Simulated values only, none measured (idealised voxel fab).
The document below concerns the process module designated voxel released beams.
In the cross-section labelled cut, the width is 255 nm and each square cell is 5 nm.
Throughout this document, each cross-section is represented as a grid of square cells and is presented as a sequence of bands enumerated from the top downward, where a band comprises one or more rows of cells.
A band entry consists of two parts. The first gives the height of the band's top and the height of its bottom, in nm. The rest lists the band's materials from left to right, each with its width in nm. A single material labelled with the word "throughout" fills the band from edge to edge, and the word "blank" marks empty space.
Heights from 0 (as-received wafer is one material below). Bottom band endless downward, as "0 -> down".
The two numbers in a width such as "30 to 40" mark its ends across the band: the first belongs to the top row of cells, the second to the bottom row, and from each row to the next the width moves by the same amount.
"remained the same" for a step: no cell of the cross-section changed in that step.
Entry "Sealed internal cavities" = empty spaces >= 8 cells with no open way to the top; each as width x height at distance, distance from left edge, all nm.
Read whatever lies past the settings on a step's line as the simulator's own remark about the step.
The line of a step may include "overlay nm". On a step with a mask, this value is how far to the right of its planned place the mask lay. A negative value means the mask lay to the left.

**Process steps (planned)**
step 1: RECEIVE | material Si
step 2: CONFORMAL_DEP | material SiN | thk nm 5
step 3: DIRECTIONAL_DEP | material SiO2 | thk nm 20
step 4: MASKED_ETCH | tone open | mask id ANCHOR | width nm 40 | etch materials SiO2 | depth nm 20 | overlay nm 0
step 5: CONFORMAL_DEP | material TiN | thk nm 15
step 6: DIRECTIONAL_DEP | material aC | thk nm 10
step 7: PATTERN | tone cover | mask id BEAM | material resist | width nm 85 | thk nm 25 | overlay nm 0
step 8: DIRECTIONAL_ETCH | etch materials aC | depth nm 10
step 9: STRIP | etch materials resist
step 10: DIRECTIONAL_ETCH | etch materials TiN | depth nm 15
step 11: STRIP | etch materials aC
step 12: STRIP | etch materials SiO2

**What follows covers the first of two wafers; it ran as planned**

**Cross-sectional view of the wafer in its as-received condition, corresponding to the state after step 1**
> 0 -> down  Si throughout
> Sealed internal cavities: none

**Upon completion of step 2, the wafer appears in cross-section as shown**
> 5 -> 0  SiN throughout
> Anything lower than 0 is untouched.

**Upon completion of step 3, the wafer appears in cross-section as shown**
> 25 -> 5  SiO2 throughout
> Anything lower than 5 is untouched.

**Upon completion of step 4, the wafer appears in cross-section as shown**
> 25 -> 5  85 SiO2; 40 blank; 130 SiO2
> Anything lower than 5 is untouched.

**Upon completion of step 5, the wafer appears in cross-section as shown**
> 40 -> 25  100 TiN; 10 blank; 145 TiN
> 25 -> 20  85 SiO2; 15 TiN; 10 blank; 15 TiN; 130 SiO2
> 20 -> 5  85 SiO2; 40 TiN; 130 SiO2
> Anything lower than 5 is untouched.

**Upon completion of step 6, the wafer appears in cross-section as shown**
> 50 -> 40  100 aC; 10 blank; 145 aC
> 40 -> 30  100 TiN; 10 blank; 145 TiN
> 30 -> 25  100 TiN; 10 aC; 145 TiN
> 25 -> 20  85 SiO2; 15 TiN; 10 aC; 15 TiN; 130 SiO2
> Anything lower than 20 is untouched.

**Upon completion of step 7, the wafer appears in cross-section as shown**
> 75 -> 50  80 blank; 85 resist; 90 blank
> 50 -> 40  100 aC; 10 resist; 145 aC
> 40 -> 30  100 TiN; 10 resist; 145 TiN
> Anything lower than 30 is untouched.

**Upon completion of step 8, the wafer appears in cross-section as shown**
> 65 -> 50  80 blank; 85 resist; 90 blank
> 50 -> 40  80 blank; 20 aC; 10 resist; 55 aC; 90 blank
> Anything lower than 40 is untouched.

**Upon completion of step 9, the wafer appears in cross-section as shown**
> 50 -> 40  80 blank; 20 aC; 10 blank; 55 aC; 90 blank
> 40 -> 30  100 TiN; 10 blank; 145 TiN
> Anything lower than 30 is untouched.

**Upon completion of step 10, the wafer appears in cross-section as shown**
> 50 -> 40  80 blank; 20 aC; 10 blank; 55 aC; 90 blank
> 40 -> 30  80 blank; 20 TiN; 10 blank; 55 TiN; 90 blank
> 30 -> 25  80 blank; 20 TiN; 10 aC; 55 TiN; 90 blank
> Anything lower than 25 is untouched.

**Upon completion of step 11, the wafer appears in cross-section as shown**
> 40 -> 25  80 blank; 20 TiN; 10 blank; 55 TiN; 90 blank
> 25 -> 20  85 SiO2; 15 TiN; 10 blank; 15 TiN; 130 SiO2
> Anything lower than 20 is untouched.

**Upon completion of step 12, the wafer appears in cross-section as shown**
> 40 -> 25  80 blank; 20 TiN; 10 blank; 55 TiN; 90 blank
> 25 -> 20  85 blank; 15 TiN; 10 blank; 15 TiN; 130 blank
> 20 -> 5  85 blank; 40 TiN; 130 blank
> Anything lower than 5 is untouched.

**The Second Wafer: Common Origin and Plan, One Mistake in Execution, Identical to the First Through Step 2**

**Cross-sectional view of the second wafer at the intended end time of process step 3**
> 25 -> 5  TiN throughout
> Anything lower than 5 is untouched.

Cross-sectional view of the second wafer at the intended end time of process step 4: remained the same

**Cross-sectional view of the second wafer at the intended end time of process step 5**
> 40 -> 5  TiN throughout
> Anything lower than 5 is untouched.

**Cross-sectional view of the second wafer at the intended end time of process step 6**
> 50 -> 40  aC throughout
> Anything lower than 40 is untouched.

**Cross-sectional view of the second wafer at the intended end time of process step 7**
> 75 -> 50  80 blank; 85 resist; 90 blank
> Anything lower than 50 is untouched.

**Cross-sectional view of the second wafer at the intended end time of process step 8**
> 65 -> 50  80 blank; 85 resist; 90 blank
> 50 -> 40  80 blank; 85 aC; 90 blank
> Anything lower than 40 is untouched.

**Cross-sectional view of the second wafer at the intended end time of process step 9**
> 50 -> 40  80 blank; 85 aC; 90 blank
> Anything lower than 40 is untouched.

**Cross-sectional view of the second wafer at the intended end time of process step 10**
> 50 -> 40  80 blank; 85 aC; 90 blank
> 40 -> 25  80 blank; 85 TiN; 90 blank
> Anything lower than 25 is untouched.

**Cross-sectional view of the second wafer at the intended end time of process step 11**
> 40 -> 25  80 blank; 85 TiN; 90 blank
> Anything lower than 25 is untouched.

Cross-sectional view of the second wafer at the intended end time of process step 12: remained the same
What broke from the plan during processing? step 3 changed vs plan, executed as DIRECTIONAL_DEP | material TiN | thk nm 20
Upon completion, the second wafer contains, in terms of cells, a greater or smaller amount of certain materials than the first wafer: TiN: 180 more
